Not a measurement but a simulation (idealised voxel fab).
voxel self aligned vias: a process module
The figure presents cross-section cut, which has a width of 245 nm and is divided into square cells with an edge length of 5 nm.
When this document writes out a cross-section, it uses a grid of square cells and lists it as bands, beginning at the top and moving down, with a band standing for one or more rows of cells. Read a band's entry like this: the first values are the height of its top and the height of its bottom in nm, and what follows is the sequence of materials from left to right, each with its width in nm. Note that "air" is empty space, and that a single material marked "edge to edge" reaches across the band from edge to edge. A quick word on heights: they are counted from 0, and under that level the wafer as it came to us is one material throughout. The lowest band is different from the rest in having no bottom; it simply continues downward, written as in "0 down". Graded width ("30..40"): value in top row of band = first number; value in bottom row = second number; row-to-row change constant. For the purposes of this document, the phrase "no alteration" attached to a step denotes that no cell within the cross-section was modified by that step. You'll see "Trapped voids" listing empty spaces that have no way open to the top, as long as they're 8 cells or more; the notation is width x height at distance, where the distance is from the left edge, and all of it is in nm. Formally, on a step line, whatever follows the settings is a remark that the simulator itself makes on the step. The "overlay nm" setting may appear on a step's line; for a step that uses a mask, it gives how far to the right of its planned position the mask lay, and a negative value indicates the left.
List of planned process steps:
1: RECEIVE, material Si
2: CONFORMAL_DEP, material SiO2, thk nm 10
3: CONFORMAL_DEP, material SiCN, thk nm 5
4: DIRECTIONAL_DEP, material SiO2, thk nm 20
5: DIRECTIONAL_DEP, material aC, thk nm 10
6: PATTERN, tone open, mask id LINES, material resist, width nm 30, pitch nm 60, thk nm 30, overlay nm 0
7: DIRECTIONAL_ETCH, etch materials aC, depth nm 10
8: STRIP, etch materials resist
9: DIRECTIONAL_ETCH, etch materials SiO2, depth nm 20
10: STRIP, etch materials aC
11: CONFORMAL_DEP, material TiN, thk nm 5
12: FILL_DEP, material W, thk nm 10
13: CMP, height nm 35
14: SELECTIVE_ETCH, etch materials W Ru TiN, depth nm 10
15: FILL_DEP, material SiN, thk nm 10
16: CMP, height nm 35
17: DIRECTIONAL_DEP, material SiO2, thk nm 15
18: MASKED_ETCH, tone open, mask id VIAS, width nm 40, etch materials SiO2, depth nm 15, overlay nm 0
19: MASKED_ETCH, tone open, mask id VIAS, width nm 40, etch materials SiN, depth nm 10, overlay nm 0
20: CONFORMAL_DEP, material TiN, thk nm 5
21: FILL_DEP, material W, thk nm 5
22: CMP, height nm 50
23: CONFORMAL_DEP, material SiN, thk nm 5
Shown in cross-section is the wafer as received, that is, as it stands after step 1:
    0 down: Si edge to edge
    Trapped voids: none
Cross-section, end of module. Start: as above. Plan: as above. Execution: one mistake:
    55 to 50: SiN edge to edge
    50 to 35: SiO2 70 nm, then TiN 5 nm, then SiO2 30 nm, then TiN 5 nm, then SiO2 135 nm
    35 to 25: SiO2 75 nm, then SiN 30 nm, then SiO2 30 nm, then SiN 30 nm, then SiO2 80 nm
    25 to 20: SiO2 75 nm, then TiN 5 nm, then W 20 nm, then TiN 5 nm, then SiO2 30 nm, then TiN 5 nm, then W 20 nm, then TiN 5 nm, then SiO2 80 nm
    20 to 15: SiO2 75 nm, then TiN 30 nm, then SiO2 30 nm, then TiN 30 nm, then SiO2 80 nm
    15 to 10: SiCN edge to edge
    10 to 0: SiO2 edge to edge
    0 down: Si edge to edge
    Trapped voids: none
What went wrong in running the wafer? the processing plan was not followed for steps 17 and 18, which were run with their positions exchanged
